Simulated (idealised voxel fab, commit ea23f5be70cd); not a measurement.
Process module in this document: voxel lift off
200 nm wide, 5 nm square cells: that's cross-section cut.
Cross-section, as written here: a square-cell grid given band by band from the top down, where a band holds one or more rows of cells.
What a band's entry tells you: where the top is and where the bottom is, as heights in nm, and after that what lies inside, material by material from left to right, each with its width in nm. Empty space is written as the word "empty", and a single material marked with the word "edge to edge" occupies the band from edge to edge.
Height datum 0, below which the as-received substrate wafer is one material. Lowest band open at the bottom, running downward: "0 nm and below".
So if you see something like "30->40" for the width, read it as the top row of the band sitting at the first number and the bottom row at the second, with every row in between moving by the same amount as the last.
A step reported as "remained the same" is a step in which no cell of the cross-section changed.
The label "Closed-off voids" introduces a list of the empty spaces, 8 cells or larger, that have no open way up to the top; each entry in it reads width x height at distance, where the distance is taken from the left edge and all three are stated in nm.
Formally, on a step line, whatever follows the settings is a remark that the simulator itself makes on the step.
Each step line may optionally specify "overlay nm", which for a step with a mask gives the rightward distance between the mask's planned place and where it lay, a negative value indicating the leftward direction.

[Steps planned for the process]
1: RECEIVE with material Si
2: CONFORMAL_DEP with material Al2O3, thk nm 5
3: PATTERN with tone open, mask id LINES, material resist, width nm 20, pitch nm 45, thk nm 15, overlay nm 0
4: DIRECTIONAL_DEP with material Ru, thk nm 5
5: STRIP with etch materials resist
6: CONFORMAL_DEP with material SiO2, thk nm 5

[Received-state cross-section, reflecting completion of step 1]
  0 nm and below = Si edge to edge
  Closed-off voids: none

[One mistake in running the module, otherwise start and plan as above: cross-section at the end]
  10 nm to 5 nm = SiO2 edge to edge
  5 nm to 0 nm = Al2O3 edge to edge
  0 nm and below = Si edge to edge
  Closed-off voids: none
Here's what went sideways: step 4 was left out
